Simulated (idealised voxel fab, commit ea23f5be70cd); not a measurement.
voxel lift off: a process module
Shown is cross-section cut, with a width of 215 nm and square cells of size 5 nm.
Throughout this document, each cross-section is represented as a grid of square cells and is presented as a sequence of bands enumerated from the top downward, where a band comprises one or more rows of cells. Band entry format. Leading values: height of top, height of bottom, nm. Remainder: materials in left-to-right order, each with its width in nm. Special words: "full width" on a single material, which then fills the band edge to edge; "empty", empty space. A quick word on heights: they are counted from 0, and under that level the wafer as it came to us is one material throughout. The lowest band is different from the rest in having no bottom; it simply continues downward, written as in "from 0 down". Top row gets the first number, bottom row gets the second, and each row in between changes by the same step: that is how a band width like "30->40" works. "left unchanged" for a step: no cell of the cross-section changed in that step. "Enclosed void list" lists enclosed empty spaces (at least 8 cells, no open path upward to the top), each as width x height at distance from the left edge, in nm. If you see something after the settings on a step's line, that's the simulator's own remark about that step. overlay nm: where the mask lay relative to plan, measured to the right, on steps with a mask; negatives go left.

Listed below are the process steps as planned:
1) RECEIVE | material Si
2) CONFORMAL_DEP | material Al2O3 | thk nm 5
3) PATTERN | tone open | mask id LINES | material resist | width nm 25 | pitch nm 40 | thk nm 20 | overlay nm 0
4) DIRECTIONAL_DEP | material Ru | thk nm 10
5) STRIP | etch materials resist
6) CONFORMAL_DEP | material SiCN | thk nm 5

Received-state cross-section, reflecting completion of step 1:
from 0 down: Si full width
Enclosed void list: none

First wafer of two, sectioned at end of module; run went per plan:
from 20 to 15: 30 of empty  35 of SiCN  5 of empty  35 of SiCN  5 of empty  35 of SiCN  5 of empty  35 of SiCN  30 of empty
from 15 to 10: 30 of empty  5 of SiCN  25 of Ru  5 of SiCN  5 of empty  5 of SiCN  25 of Ru  5 of SiCN  5 of empty  5 of SiCN  25 of Ru  5 of SiCN  5 of empty  5 of SiCN  25 of Ru  5 of SiCN  30 of empty
from 10 to 5: 35 of SiCN  25 of Ru  15 of SiCN  25 of Ru  15 of SiCN  25 of Ru  15 of SiCN  25 of Ru  35 of SiCN
from 5 to 0: Al2O3 full width
from 0 down: Si full width
Enclosed void list: none

Second wafer cross-section at end of module - shared start and plan with the first, one mistake in the run:
from 20 to 15: 35 of empty  25 of SiCN  15 of empty  25 of SiCN  15 of empty  25 of SiCN  15 of empty  25 of SiCN  35 of empty
from 15 to 10: 35 of empty  5 of SiCN  15 of Ru  5 of SiCN  15 of empty  5 of SiCN  15 of Ru  5 of SiCN  15 of empty  5 of SiCN  15 of Ru  5 of SiCN  15 of empty  5 of SiCN  15 of Ru  5 of SiCN  35 of empty
from 10 to 5: 40 of SiCN  15 of Ru  25 of SiCN  15 of Ru  25 of SiCN  15 of Ru  25 of SiCN  15 of Ru  40 of SiCN
from 5 to 0: Al2O3 full width
from 0 down: Si full width
Enclosed void list: none
Misprocessing identified: contrary to plan, step 3 was performed as PATTERN | tone open | mask id LINES | material resist | width nm 15 | pitch nm 40 | thk nm 20 | overlay nm 0
Final wafer comparison in cells, second versus first, more or fewer per material: Ru: 16 fewer
